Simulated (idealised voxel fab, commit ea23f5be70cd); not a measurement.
Title: Process Module voxel gate over fins
190 nm wide, 5 nm square cells: that's cross-section cut.
Bands, listed from the top down, are how a cross-section gets written in this document; the cross-section itself is a grid of square cells, and a band is one or more rows of them. Heights first: top, then bottom, in nm. Then materials, left to right, each with a width in nm. "everywhere" on a single material: fills the band edge to edge. "empty": empty space. Basically, 0 is our baseline, since under it the wafer straight out of the box is all one material. The bottom band has no lower end and keeps on going down, so it looks like "from 0 down". Width: "30..40" (first number = top row, second number = bottom row, same change from row to row of cells). Where the words "remained the same" appear for a step, the cross-section shows no cell changed by that step; every cell remained as before. "Sealed void listing" lists enclosed empty spaces (at least 8 cells, no open path upward to the top), each as width x height at distance from the left edge, in nm. What comes after the settings on a step's line is commentary from the simulator itself on that step. overlay nm: where the mask lay relative to plan, measured to the right, on steps with a mask; negatives go left.
### Here's what the planned process steps look like
1: RECEIVE,material Si
2: CONFORMAL_DEP,material SiN,thk nm 5
3: MASKED_ETCH,tone cover,mask id FINS,width nm 15,pitch nm 50,etch materials SiN,depth nm 5,overlay nm 0
4: MASKED_ETCH,tone cover,mask id FINS,width nm 15,pitch nm 50,etch materials Si,depth nm 30,overlay nm 0
5: FILL_DEP,material SiO2,thk nm 5
6: CMP,height nm 5
7: DIRECTIONAL_DEP,material aC,thk nm 15
8: PATTERN,tone open,mask id RAIL,material resist,width nm 15,thk nm 30,overlay nm 0
9: DIRECTIONAL_ETCH,etch materials aC,depth nm 15
10: STRIP,etch materials resist
11: DIRECTIONAL_ETCH,etch materials SiO2,depth nm 30
12: STRIP,etch materials aC
13: CONFORMAL_DEP,material TiN,thk nm 5
14: FILL_DEP,material W,thk nm 5
15: CMP,height nm 5
16: SELECTIVE_ETCH,etch materials W Ru TiN,depth nm 25
17: FILL_DEP,material SiO2,thk nm 5
18: CMP,height nm 5
19: SELECTIVE_ETCH,etch materials SiO2,depth nm 15
20: STRIP,etch materials SiN
21: CONFORMAL_DEP,material HfO2,thk nm 5
22: CONFORMAL_DEP,material TiN,thk nm 5
23: FILL_DEP,material W,thk nm 15
24: CMP,height nm 20
25: CONFORMAL_DEP,material SiCN,thk nm 5
### first wafer, as planned
### So this is the incoming wafer in cross-section - it's already been through step 1
	from 0 down = Si everywhere
	Sealed void listing: none
### Cross-section through the wafer, step 2 finished
	from 5 to 0 = SiN everywhere
	Unchanged below 0.
### Cross-section through the wafer, step 3 finished
	from 5 to 0 = 35 empty, 15 SiN, 35 empty, 15 SiN, 35 empty, 15 SiN, 40 empty
	Unchanged below 0.
### Cross-section through the wafer, step 4 finished
	from 5 to 0 = 35 empty, 15 SiN, 35 empty, 15 SiN, 35 empty, 15 SiN, 40 empty
	from 0 to -30 = 35 empty, 15 Si, 35 empty, 15 Si, 35 empty, 15 Si, 40 empty
	Unchanged below -30.
### Cross-section through the wafer, step 5 finished
	from 10 to 5 = SiO2 everywhere
	from 5 to 0 = 35 SiO2, 15 SiN, 35 SiO2, 15 SiN, 35 SiO2, 15 SiN, 40 SiO2
	from 0 to -30 = 35 SiO2, 15 Si, 35 SiO2, 15 Si, 35 SiO2, 15 Si, 40 SiO2
	Unchanged below -30.
### Cross-section through the wafer, step 6 finished
	from 5 to 0 = 35 SiO2, 15 SiN, 35 SiO2, 15 SiN, 35 SiO2, 15 SiN, 40 SiO2
	Unchanged below 0.
### Cross-section through the wafer, step 7 finished
	from 20 to 5 = aC everywhere
	Unchanged below 5.
### Cross-section through the wafer, step 8 finished
	from 50 to 20 = 60 resist, 15 empty, 115 resist
	Unchanged below 20.
### Cross-section through the wafer, step 9 finished
	from 35 to 20 = 60 resist, 15 empty, 115 resist
	from 20 to 5 = 60 aC, 15 empty, 115 aC
	Unchanged below 5.
### Cross-section through the wafer, step 10 finished
	from 20 to 5 = 60 aC, 15 empty, 115 aC
	Unchanged below 5.
### Cross-section through the wafer, step 11 finished
	from 20 to 5 = 60 aC, 15 empty, 115 aC
	from 5 to 0 = 35 SiO2, 15 SiN, 10 SiO2, 15 empty, 10 SiO2, 15 SiN, 35 SiO2, 15 SiN, 40 SiO2
	from 0 to -25 = 35 SiO2, 15 Si, 10 SiO2, 15 empty, 10 SiO2, 15 Si, 35 SiO2, 15 Si, 40 SiO2
	Unchanged below -25.
### Cross-section through the wafer, step 12 finished
	from 5 to 0 = 35 SiO2, 15 SiN, 10 SiO2, 15 empty, 10 SiO2, 15 SiN, 35 SiO2, 15 SiN, 40 SiO2
	Unchanged below 0.
### Cross-section through the wafer, step 13 finished
	from 10 to 5 = 65 TiN, 5 empty, 120 TiN
	from 5 to 0 = 35 SiO2, 15 SiN, 10 SiO2, 5 TiN, 5 empty, 5 TiN, 10 SiO2, 15 SiN, 35 SiO2, 15 SiN, 40 SiO2
	from 0 to -20 = 35 SiO2, 15 Si, 10 SiO2, 5 TiN, 5 empty, 5 TiN, 10 SiO2, 15 Si, 35 SiO2, 15 Si, 40 SiO2
	from -20 to -25 = 35 SiO2, 15 Si, 10 SiO2, 15 TiN, 10 SiO2, 15 Si, 35 SiO2, 15 Si, 40 SiO2
	Unchanged below -25.
### Cross-section through the wafer, step 14 finished
	from 15 to 10 = W everywhere
	from 10 to 5 = 65 TiN, 5 W, 120 TiN
	from 5 to 0 = 35 SiO2, 15 SiN, 10 SiO2, 5 TiN, 5 W, 5 TiN, 10 SiO2, 15 SiN, 35 SiO2, 15 SiN, 40 SiO2
	from 0 to -20 = 35 SiO2, 15 Si, 10 SiO2, 5 TiN, 5 W, 5 TiN, 10 SiO2, 15 Si, 35 SiO2, 15 Si, 40 SiO2
	Unchanged below -20.
### Cross-section through the wafer, step 15 finished
	from 5 to 0 = 35 SiO2, 15 SiN, 10 SiO2, 5 TiN, 5 W, 5 TiN, 10 SiO2, 15 SiN, 35 SiO2, 15 SiN, 40 SiO2
	Unchanged below 0.
### Cross-section through the wafer, step 16 finished
	from 5 to 0 = 35 SiO2, 15 SiN, 10 SiO2, 15 empty, 10 SiO2, 15 SiN, 35 SiO2, 15 SiN, 40 SiO2
	from 0 to -20 = 35 SiO2, 15 Si, 10 SiO2, 15 empty, 10 SiO2, 15 Si, 35 SiO2, 15 Si, 40 SiO2
	Unchanged below -20.
### Cross-section through the wafer, step 17 finished
	from 10 to 5 = SiO2 everywhere
	from 5 to 0 = 35 SiO2, 15 SiN, 35 SiO2, 15 SiN, 35 SiO2, 15 SiN, 40 SiO2
	from 0 to -20 = 35 SiO2, 15 Si, 35 SiO2, 15 Si, 35 SiO2, 15 Si, 40 SiO2
	Unchanged below -20.
### Cross-section through the wafer, step 18 finished
	from 5 to 0 = 35 SiO2, 15 SiN, 35 SiO2, 15 SiN, 35 SiO2, 15 SiN, 40 SiO2
	Unchanged below 0.
### Cross-section through the wafer, step 19 finished
	from 5 to 0 = 35 empty, 15 SiN, 35 empty, 15 SiN, 35 empty, 15 SiN, 40 empty
	from 0 to -10 = 35 empty, 15 Si, 35 empty, 15 Si, 35 empty, 15 Si, 40 empty
	Unchanged below -10.
### Cross-section through the wafer, step 20 finished
	from 0 to -10 = 35 empty, 15 Si, 35 empty, 15 Si, 35 empty, 15 Si, 40 empty
	Unchanged below -10.
### Cross-section through the wafer, step 21 finished
	from 5 to 0 = 30 empty, 25 HfO2, 25 empty, 25 HfO2, 25 empty, 25 HfO2, 35 empty
	from 0 to -5 = 30 empty, 5 HfO2, 15 Si, 5 HfO2, 25 empty, 5 HfO2, 15 Si, 5 HfO2, 25 empty, 5 HfO2, 15 Si, 5 HfO2, 35 empty
	from -5 to -10 = 35 HfO2, 15 Si, 35 HfO2, 15 Si, 35 HfO2, 15 Si, 40 HfO2
	Unchanged below -10.
### Cross-section through the wafer, step 22 finished
	from 10 to 5 = 25 empty, 35 TiN, 15 empty, 35 TiN, 15 empty, 35 TiN, 30 empty
	from 5 to 0 = 25 empty, 5 TiN, 25 HfO2, 5 TiN, 15 empty, 5 TiN, 25 HfO2, 5 TiN, 15 empty, 5 TiN, 25 HfO2, 5 TiN, 30 empty
	from 0 to -5 = 30 TiN, 5 HfO2, 15 Si, 5 HfO2, 25 TiN, 5 HfO2, 15 Si, 5 HfO2, 25 TiN, 5 HfO2, 15 Si, 5 HfO2, 35 TiN
	Unchanged below -5.
### Cross-section through the wafer, step 23 finished
	from 25 to 10 = W everywhere
	from 10 to 5 = 25 W, 35 TiN, 15 W, 35 TiN, 15 W, 35 TiN, 30 W
	from 5 to 0 = 25 W, 5 TiN, 25 HfO2, 5 TiN, 15 W, 5 TiN, 25 HfO2, 5 TiN, 15 W, 5 TiN, 25 HfO2, 5 TiN, 30 W
	Unchanged below 0.
### Cross-section through the wafer, step 24 finished
	from 20 to 10 = W everywhere
	Unchanged below 10.
### Cross-section through the wafer, step 25 finished
	from 25 to 20 = SiCN everywhere
	Unchanged below 20.
### Second wafer, same starting conditions and recipe as the first, one mistake in executing it, nothing differs from the first up to and including step 7
### Second wafer: cross-section at the scheduled end of step 8
	from 50 to 20 = 60 empty, 15 resist, 115 empty
	Unchanged below 20.
### Second wafer: cross-section at the scheduled end of step 9
	from 35 to 20 = 60 empty, 15 resist, 115 empty
	from 20 to 5 = 60 empty, 15 aC, 115 empty
	Unchanged below 5.
### Second wafer: cross-section at the scheduled end of step 10
	from 20 to 5 = 60 empty, 15 aC, 115 empty
	Unchanged below 5.
### Second wafer: cross-section at the scheduled end of step 11
	from 20 to 5 = 60 empty, 15 aC, 115 empty
	from 5 to 0 = 35 empty, 15 SiN, 10 empty, 15 SiO2, 10 empty, 15 SiN, 35 empty, 15 SiN, 40 empty
	from 0 to -25 = 35 empty, 15 Si, 10 empty, 15 SiO2, 10 empty, 15 Si, 35 empty, 15 Si, 40 empty
	Unchanged below -25.
### Second wafer: cross-section at the scheduled end of step 12
	from 5 to 0 = 35 empty, 15 SiN, 10 empty, 15 SiO2, 10 empty, 15 SiN, 35 empty, 15 SiN, 40 empty
	Unchanged below 0.
### Second wafer: cross-section at the scheduled end of step 13
	from 10 to 5 = 30 empty, 75 TiN, 25 empty, 25 TiN, 35 empty
	from 5 to 0 = 30 empty, 5 TiN, 15 SiN, 10 TiN, 15 SiO2, 10 TiN, 15 SiN, 5 TiN, 25 empty, 5 TiN, 15 SiN, 5 TiN, 35 empty
	from 0 to -20 = 30 empty, 5 TiN, 15 Si, 10 TiN, 15 SiO2, 10 TiN, 15 Si, 5 TiN, 25 empty, 5 TiN, 15 Si, 5 TiN, 35 empty
	from -20 to -25 = 35 TiN, 15 Si, 10 TiN, 15 SiO2, 10 TiN, 15 Si, 35 TiN, 15 Si, 40 TiN
	Unchanged below -25.
### Second wafer: cross-section at the scheduled end of step 14
	from 15 to 10 = W everywhere
	from 10 to 5 = 30 W, 75 TiN, 25 W, 25 TiN, 35 W
	from 5 to 0 = 30 W, 5 TiN, 15 SiN, 10 TiN, 15 SiO2, 10 TiN, 15 SiN, 5 TiN, 25 W, 5 TiN, 15 SiN, 5 TiN, 35 W
	from 0 to -20 = 30 W, 5 TiN, 15 Si, 10 TiN, 15 SiO2, 10 TiN, 15 Si, 5 TiN, 25 W, 5 TiN, 15 Si, 5 TiN, 35 W
	Unchanged below -20.
### Second wafer: cross-section at the scheduled end of step 15
	from 5 to 0 = 30 W, 5 TiN, 15 SiN, 10 TiN, 15 SiO2, 10 TiN, 15 SiN, 5 TiN, 25 W, 5 TiN, 15 SiN, 5 TiN, 35 W
	Unchanged below 0.
### Second wafer: cross-section at the scheduled end of step 16
	from 5 to 0 = 35 empty, 15 SiN, 10 empty, 15 SiO2, 10 empty, 15 SiN, 35 empty, 15 SiN, 40 empty
	from 0 to -20 = 35 empty, 15 Si, 10 empty, 15 SiO2, 10 empty, 15 Si, 35 empty, 15 Si, 40 empty
	Unchanged below -20.
### Second wafer: cross-section at the scheduled end of step 17
	from 10 to 5 = SiO2 everywhere
	from 5 to 0 = 35 SiO2, 15 SiN, 35 SiO2, 15 SiN, 35 SiO2, 15 SiN, 40 SiO2
	from 0 to -20 = 35 SiO2, 15 Si, 35 SiO2, 15 Si, 35 SiO2, 15 Si, 40 SiO2
	Unchanged below -20.
### Second wafer: cross-section at the scheduled end of step 18
	from 5 to 0 = 35 SiO2, 15 SiN, 35 SiO2, 15 SiN, 35 SiO2, 15 SiN, 40 SiO2
	Unchanged below 0.
### Second wafer: cross-section at the scheduled end of step 19
	from 5 to 0 = 35 empty, 15 SiN, 35 empty, 15 SiN, 35 empty, 15 SiN, 40 empty
	from 0 to -10 = 35 empty, 15 Si, 35 empty, 15 Si, 35 empty, 15 Si, 40 empty
	Unchanged below -10.
### Second wafer: cross-section at the scheduled end of step 20
	from 0 to -10 = 35 empty, 15 Si, 35 empty, 15 Si, 35 empty, 15 Si, 40 empty
	Unchanged below -10.
### Second wafer: cross-section at the scheduled end of step 21
	from 5 to 0 = 30 empty, 25 HfO2, 25 empty, 25 HfO2, 25 empty, 25 HfO2, 35 empty
	from 0 to -5 = 30 empty, 5 HfO2, 15 Si, 5 HfO2, 25 empty, 5 HfO2, 15 Si, 5 HfO2, 25 empty, 5 HfO2, 15 Si, 5 HfO2, 35 empty
	from -5 to -10 = 35 HfO2, 15 Si, 35 HfO2, 15 Si, 35 HfO2, 15 Si, 40 HfO2
	Unchanged below -10.
### Second wafer: cross-section at the scheduled end of step 22
	from 10 to 5 = 25 empty, 35 TiN, 15 empty, 35 TiN, 15 empty, 35 TiN, 30 empty
	from 5 to 0 = 25 empty, 5 TiN, 25 HfO2, 5 TiN, 15 empty, 5 TiN, 25 HfO2, 5 TiN, 15 empty, 5 TiN, 25 HfO2, 5 TiN, 30 empty
	from 0 to -5 = 30 TiN, 5 HfO2, 15 Si, 5 HfO2, 25 TiN, 5 HfO2, 15 Si, 5 HfO2, 25 TiN, 5 HfO2, 15 Si, 5 HfO2, 35 TiN
	Unchanged below -5.
### Second wafer: cross-section at the scheduled end of step 23
	from 25 to 10 = W everywhere
	from 10 to 5 = 25 W, 35 TiN, 15 W, 35 TiN, 15 W, 35 TiN, 30 W
	from 5 to 0 = 25 W, 5 TiN, 25 HfO2, 5 TiN, 15 W, 5 TiN, 25 HfO2, 5 TiN, 15 W, 5 TiN, 25 HfO2, 5 TiN, 30 W
	Unchanged below 0.
### Second wafer: cross-section at the scheduled end of step 24
	from 20 to 10 = W everywhere
	Unchanged below 10.
### Second wafer: cross-section at the scheduled end of step 25
	from 25 to 20 = SiCN everywhere
	Unchanged below 20.
what went wrong: so step 8 ended up running with a different setting than we planned, it ran as PATTERN,tone cover,mask id RAIL,material resist,width nm 15,thk nm 30,overlay nm 0
In the final state, the cell counts of the second wafer exceed or fall short of those of the first for the following materials: -23 SiO2; +23 TiN
